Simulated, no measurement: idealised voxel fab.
process module | voxel capacitor over wiring
cross-section cut | 220 nm wide | cells 5 nm
A cross-section is a grid of square cells, given in bands from the top down. A band is one or more rows of cells.
Each band's line starts with the height of the band's top and of its bottom, in nm. Then come its materials from left to right, each with its width in nm. One material with "throughout" fills the band from edge to edge. "air" is empty space.
Height 0 is the level under which the wafer as received is all one material. The lowest band goes on downwards, as in "0 down".
A width such as "30 to 40" changes by the same amount from each row of cells to the next, from the band's top row to its bottom row.
"no change" after a step means that no cell of the cross-section changed.
closed voids: empty space of 8 cells or more with no open way to the top, each as width x height at its distance from the left edge, in nm
after a step's settings: what the simulator itself notes on the step
overlay nm, on a step with a mask: how far to the right of its planned place the mask lay; to the left if negative
plan
1 op RECEIVE | material Si
2 op CONFORMAL_DEP | material SiO2 | thk nm 10
3 op CONFORMAL_DEP | material SiCN | thk nm 5
4 op DIRECTIONAL_DEP | material lowk | thk nm 15
5 op PATTERN | tone open | mask id METAL_1 | material resist | width nm 30 | pitch nm 85 | thk nm 15 | overlay nm 0
6 op DIRECTIONAL_ETCH | etch materials lowk | depth nm 15
7 op DIRECTIONAL_ETCH | etch materials SiCN | depth nm 5
8 op STRIP | etch materials resist
9 op CONFORMAL_DEP | material TiN | thk nm 5
10 op FILL_DEP | material W | thk nm 10
11 op CMP | height nm 30
12 op CONFORMAL_DEP | material SiCN | thk nm 5
13 op DIRECTIONAL_DEP | material lowk | thk nm 10
14 op DIRECTIONAL_DEP | material aC | thk nm 15
15 op PATTERN | tone open | mask id PLUG_1 | material resist | width nm 15 | thk nm 30 | overlay nm 0
16 op DIRECTIONAL_ETCH | etch materials aC | depth nm 15
17 op STRIP | etch materials resist
18 op DIRECTIONAL_ETCH | etch materials lowk | depth nm 10
19 op DIRECTIONAL_ETCH | etch materials SiCN | depth nm 5
20 op STRIP | etch materials aC
21 op EPI | material Ru | thk nm 10
22 op EPI | material Ru | thk nm 5
23 op DIRECTIONAL_DEP | material TiN | thk nm 5
24 op DIRECTIONAL_DEP | material Al2O3 | thk nm 5
25 op DIRECTIONAL_DEP | material TiN | thk nm 5
26 op PATTERN | tone cover | mask id UPPER_PLATE | material resist | width nm 60 | thk nm 20 | overlay nm 0
27 op DIRECTIONAL_ETCH | etch materials TiN | depth nm 5
28 op DIRECTIONAL_ETCH | etch materials Al2O3 | depth nm 5
29 op STRIP | etch materials resist
30 op DIRECTIONAL_DEP | material aC | thk nm 15
31 op PATTERN | tone cover | mask id LOWER_PLATE | material resist | width nm 70 | thk nm 30 | overlay nm 0
32 op DIRECTIONAL_ETCH | etch materials aC | depth nm 15
33 op STRIP | etch materials resist
34 op DIRECTIONAL_ETCH | etch materials TiN | depth nm 5
35 op STRIP | etch materials aC
36 op FILL_DEP | material SiO2 | thk nm 20
37 op CMP | height nm 75
38 op PATTERN | tone open | mask id PLUG_2 | material resist | width nm 15 | thk nm 15 | overlay nm 0
39 op DIRECTIONAL_ETCH | etch materials SiO2 | depth nm 15
40 op STRIP | etch materials resist
41 op CONFORMAL_DEP | material TiN | thk nm 5
42 op FILL_DEP | material Cu | thk nm 10
43 op CMP | height nm 75
44 op CONFORMAL_DEP | material SiN | thk nm 5
first wafer, as planned
as received, after step 1
  0 down: Si throughout
  closed voids: none
after step 2
  10 to 0: SiO2 throughout
  below 0: unchanged
after step 3
  15 to 10: SiCN throughout
  below 10: unchanged
after step 4
  30 to 15: lowk throughout
  below 15: unchanged
after step 5
  45 to 30: resist 50 | air 30 | resist 55 | air 30 | resist 55
  below 30: unchanged
after step 6
  45 to 30: resist 50 | air 30 | resist 55 | air 30 | resist 55
  30 to 15: lowk 50 | air 30 | lowk 55 | air 30 | lowk 55
  below 15: unchanged
after step 7
  45 to 30: resist 50 | air 30 | resist 55 | air 30 | resist 55
  30 to 15: lowk 50 | air 30 | lowk 55 | air 30 | lowk 55
  15 to 10: SiCN 50 | air 30 | SiCN 55 | air 30 | SiCN 55
  below 10: unchanged
after step 8
  30 to 15: lowk 50 | air 30 | lowk 55 | air 30 | lowk 55
  below 15: unchanged
after step 9
  35 to 30: TiN 55 | air 20 | TiN 65 | air 20 | TiN 60
  30 to 15: lowk 50 | TiN 5 | air 20 | TiN 5 | lowk 55 | TiN 5 | air 20 | TiN 5 | lowk 55
  15 to 10: SiCN 50 | TiN 30 | SiCN 55 | TiN 30 | SiCN 55
  below 10: unchanged
after step 10
  45 to 35: W throughout
  35 to 30: TiN 55 | W 20 | TiN 65 | W 20 | TiN 60
  30 to 15: lowk 50 | TiN 5 | W 20 | TiN 5 | lowk 55 | TiN 5 | W 20 | TiN 5 | lowk 55
  below 15: unchanged
after step 11
  30 to 15: lowk 50 | TiN 5 | W 20 | TiN 5 | lowk 55 | TiN 5 | W 20 | TiN 5 | lowk 55
  below 15: unchanged
after step 12
  35 to 30: SiCN throughout
  below 30: unchanged
after step 13
  45 to 35: lowk throughout
  below 35: unchanged
after step 14
  60 to 45: aC throughout
  below 45: unchanged
after step 15
  90 to 60: resist 65 | air 15 | resist 140
  below 60: unchanged
after step 16
  75 to 60: resist 65 | air 15 | resist 140
  60 to 45: aC 65 | air 15 | aC 140
  below 45: unchanged
after step 17
  60 to 45: aC 65 | air 15 | aC 140
  below 45: unchanged
after step 18
  60 to 45: aC 65 | air 15 | aC 140
  45 to 35: lowk 65 | air 15 | lowk 140
  below 35: unchanged
after step 19
  60 to 45: aC 65 | air 15 | aC 140
  45 to 35: lowk 65 | air 15 | lowk 140
  35 to 30: SiCN 65 | air 15 | SiCN 140
  below 30: unchanged
after step 20
  45 to 35: lowk 65 | air 15 | lowk 140
  below 35: unchanged
after step 21
  45 to 40: lowk 65 | air 15 | lowk 140
  40 to 35: lowk 65 | Ru 15 | lowk 140
  35 to 30: SiCN 65 | Ru 15 | SiCN 140
  below 30: unchanged
after step 22
  45 to 35: lowk 65 | Ru 15 | lowk 140
  below 35: unchanged
after step 23
  50 to 45: TiN throughout
  below 45: unchanged
after step 24
  55 to 50: Al2O3 throughout
  below 50: unchanged
after step 25
  60 to 55: TiN throughout
  below 55: unchanged
after step 26
  80 to 60: air 65 | resist 60 | air 95
  below 60: unchanged
after step 27
  80 to 60: air 65 | resist 60 | air 95
  60 to 55: air 65 | TiN 60 | air 95
  below 55: unchanged
after step 28
  80 to 60: air 65 | resist 60 | air 95
  60 to 55: air 65 | TiN 60 | air 95
  55 to 50: air 65 | Al2O3 60 | air 95
  below 50: unchanged
after step 29
  60 to 55: air 65 | TiN 60 | air 95
  below 55: unchanged
after step 30
  75 to 65: air 65 | aC 60 | air 95
  65 to 60: aC throughout
  60 to 55: aC 65 | TiN 60 | aC 95
  55 to 50: aC 65 | Al2O3 60 | aC 95
  below 50: unchanged
after step 31
  105 to 75: air 60 | resist 70 | air 90
  75 to 65: air 60 | resist 5 | aC 60 | resist 5 | air 90
  below 65: unchanged
after step 32
  90 to 75: air 60 | resist 70 | air 90
  75 to 65: air 60 | resist 5 | aC 60 | resist 5 | air 90
  65 to 60: air 60 | aC 70 | air 90
  60 to 55: air 60 | aC 5 | TiN 60 | aC 5 | air 90
  55 to 50: air 60 | aC 5 | Al2O3 60 | aC 5 | air 90
  below 50: unchanged
after step 33
  75 to 65: air 65 | aC 60 | air 95
  below 65: unchanged
after step 34
  75 to 65: air 65 | aC 60 | air 95
  65 to 60: air 60 | aC 70 | air 90
  60 to 55: air 60 | aC 5 | TiN 60 | aC 5 | air 90
  55 to 50: air 60 | aC 5 | Al2O3 60 | aC 5 | air 90
  50 to 45: air 60 | TiN 70 | air 90
  below 45: unchanged
after step 35
  60 to 55: air 65 | TiN 60 | air 95
  55 to 50: air 65 | Al2O3 60 | air 95
  below 50: unchanged
after step 36
  80 to 60: SiO2 throughout
  60 to 55: SiO2 65 | TiN 60 | SiO2 95
  55 to 50: SiO2 65 | Al2O3 60 | SiO2 95
  50 to 45: SiO2 60 | TiN 70 | SiO2 90
  below 45: unchanged
after step 37
  75 to 60: SiO2 throughout
  below 60: unchanged
after step 38
  90 to 75: resist 75 | air 15 | resist 130
  below 75: unchanged
after step 39
  90 to 75: resist 75 | air 15 | resist 130
  75 to 60: SiO2 75 | air 15 | SiO2 130
  below 60: unchanged
after step 40
  75 to 60: SiO2 75 | air 15 | SiO2 130
  below 60: unchanged
after step 41
  80 to 75: TiN 80 | air 5 | TiN 135
  75 to 65: SiO2 75 | TiN 5 | air 5 | TiN 5 | SiO2 130
  65 to 55: SiO2 75 to 65 | TiN 15 to 60 | SiO2 130 to 95
  below 55: unchanged
after step 42
  90 to 80: Cu throughout
  80 to 75: TiN 80 | Cu 5 | TiN 135
  75 to 65: SiO2 75 | TiN 5 | Cu 5 | TiN 5 | SiO2 130
  below 65: unchanged
after step 43
  75 to 65: SiO2 75 | TiN 5 | Cu 5 | TiN 5 | SiO2 130
  below 65: unchanged
after step 44
  80 to 75: SiN throughout
  below 75: unchanged
second wafer: like start, like plan, one mistake. Through step 30 it matches the first wafer
when step 31 should have ended
  105 to 75: air 70 | resist 70 | air 80
  75 to 65: air 65 | aC 60 | resist 15 | air 80
  below 65: unchanged
when step 32 should have ended
  90 to 75: air 70 | resist 70 | air 80
  75 to 65: air 70 | aC 55 | resist 15 | air 80
  65 to 60: air 70 | aC 70 | air 80
  60 to 55: air 65 | TiN 60 | aC 15 | air 80
  55 to 50: air 65 | Al2O3 60 | aC 15 | air 80
  below 50: unchanged
when step 33 should have ended
  75 to 65: air 70 | aC 55 | air 95
  below 65: unchanged
when step 34 should have ended
  75 to 65: air 70 | aC 55 | air 95
  65 to 60: air 70 | aC 70 | air 80
  60 to 55: air 70 | TiN 55 | aC 15 | air 80
  55 to 50: air 65 | Al2O3 60 | aC 15 | air 80
  50 to 45: air 65 | TiN 75 | air 80
  below 45: unchanged
when step 35 should have ended
  60 to 55: air 70 | TiN 55 | air 95
  55 to 50: air 65 | Al2O3 60 | air 95
  below 50: unchanged
when step 36 should have ended
  80 to 60: SiO2 throughout
  60 to 55: SiO2 70 | TiN 55 | SiO2 95
  55 to 50: SiO2 65 | Al2O3 60 | SiO2 95
  50 to 45: SiO2 65 | TiN 75 | SiO2 80
  below 45: unchanged
when step 37 should have ended
  75 to 60: SiO2 throughout
  below 60: unchanged
when step 38 should have ended
  90 to 75: resist 75 | air 15 | resist 130
  below 75: unchanged
when step 39 should have ended
  90 to 75: resist 75 | air 15 | resist 130
  75 to 60: SiO2 75 | air 15 | SiO2 130
  below 60: unchanged
when step 40 should have ended
  75 to 60: SiO2 75 | air 15 | SiO2 130
  below 60: unchanged
when step 41 should have ended
  80 to 75: TiN 80 | air 5 | TiN 135
  75 to 65: SiO2 75 | TiN 5 | air 5 | TiN 5 | SiO2 130
  65 to 55: SiO2 75 to 70 | TiN 15 to 55 | SiO2 130 to 95
  below 55: unchanged
when step 42 should have ended
  90 to 80: Cu throughout
  80 to 75: TiN 80 | Cu 5 | TiN 135
  75 to 65: SiO2 75 | TiN 5 | Cu 5 | TiN 5 | SiO2 130
  below 65: unchanged
when step 43 should have ended
  75 to 65: SiO2 75 | TiN 5 | Cu 5 | TiN 5 | SiO2 130
  below 65: unchanged
when step 44 should have ended
  80 to 75: SiN throughout
  below 75: unchanged
what went wrong: step 31 ran as: op PATTERN | tone cover | mask id LOWER_PLATE | material resist | width nm 70 | thk nm 30 | overlay nm 10
at the end the second wafer has, in cells: as many of each material as the first, in other places
